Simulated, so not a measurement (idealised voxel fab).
Process module under the name voxel quadruple lines
Displayed cross-section: cut, width of 215 nm, square cells sized 5 nm.
A cross-section is a grid of square cells, given in bands from the top down. A band is one or more rows of cells. It is stipulated that each band's entry specify, in nanometres, the height of the top of the band and then that of its bottom, followed by the materials of the band in left-to-right sequence, each together with its width in nanometres. A single material marked by the word "throughout" is understood to fill the band from edge to edge; the word "empty" is understood to denote empty space. Below 0: as-received wafer, all one material; heights counted from there. Lowest band: no bottom, goes on down, written "0..down". A width given as "30 to 40" starts at the first number in the band's top row and ends at the second number in its bottom row, shifting by an equal amount at every step from row to row. "no modifications" for a step: no cell of the cross-section changed in that step. So "Enclosed empty spaces" is basically the list of trapped voids: any empty space of 8 cells or more that can't reach the top through an opening. They're written width x height at distance, the distance being from the left edge, and it's all nm. Formally, on a step line, whatever follows the settings is a remark that the simulator itself makes on the step. "overlay nm" answers the question of how far to the right of plan the mask lay on a step that has a mask, and when it is negative the answer is to the left.

### Listed below are the process steps as planned
1) RECEIVE [material Si]
2) CONFORMAL_DEP [material SiO2] [thk nm 5]
3) DIRECTIONAL_DEP [material TiN] [thk nm 15]
4) DIRECTIONAL_DEP [material polySi] [thk nm 15]
5) DIRECTIONAL_DEP [material aC] [thk nm 25]
6) PATTERN [tone cover] [mask id MANDREL] [material resist] [width nm 35] [thk nm 35] [overlay nm 0]
7) DIRECTIONAL_ETCH [etch materials aC] [depth nm 25]
8) STRIP [etch materials resist]
9) CONFORMAL_DEP [material SiO2] [thk nm 15]
10) DIRECTIONAL_ETCH [etch materials SiO2] [depth nm 15]
11) STRIP [etch materials aC]
12) DIRECTIONAL_ETCH [etch materials polySi] [depth nm 15]
13) STRIP [etch materials SiO2]
14) CONFORMAL_DEP [material SiCN] [thk nm 10]
15) DIRECTIONAL_ETCH [etch materials SiCN] [depth nm 10]
16) STRIP [etch materials polySi]
17) DIRECTIONAL_ETCH [etch materials TiN] [depth nm 15]
18) STRIP [etch materials SiCN]
19) FILL_DEP [material lowk] [thk nm 10]
20) CMP [height nm 20]

### Shown in cross-section is the wafer as received, that is, as it stands after step 1
  0..down | Si throughout
  Enclosed empty spaces: none

### Sectioned view, first of two wafers, at the close of the module, processed as intended in the plan
  20..5 | lowk (65), then TiN (10), then lowk (15), then TiN (10), then lowk (15), then TiN (10), then lowk (15), then TiN (10), then lowk (65)
  5..0 | SiO2 throughout
  0..down | Si throughout
  Enclosed empty spaces: none

### Presented here is a cross-section of the second of the two wafers as it stood at the end of the module. It was started in the same manner and assigned the same plan as the first wafer; however, one mistake was made in its execution
  20..5 | lowk throughout
  5..0 | SiO2 throughout
  0..down | Si throughout
  Enclosed empty spaces: none
Short version of what went wrong: step 3 did not use the planned setting and instead ran as DIRECTIONAL_DEP [material lowk] [thk nm 15]
Once processing is complete, comparing cell counts shows that the second wafer has more or fewer of certain materials than the first: -24 TiN; +24 lowk
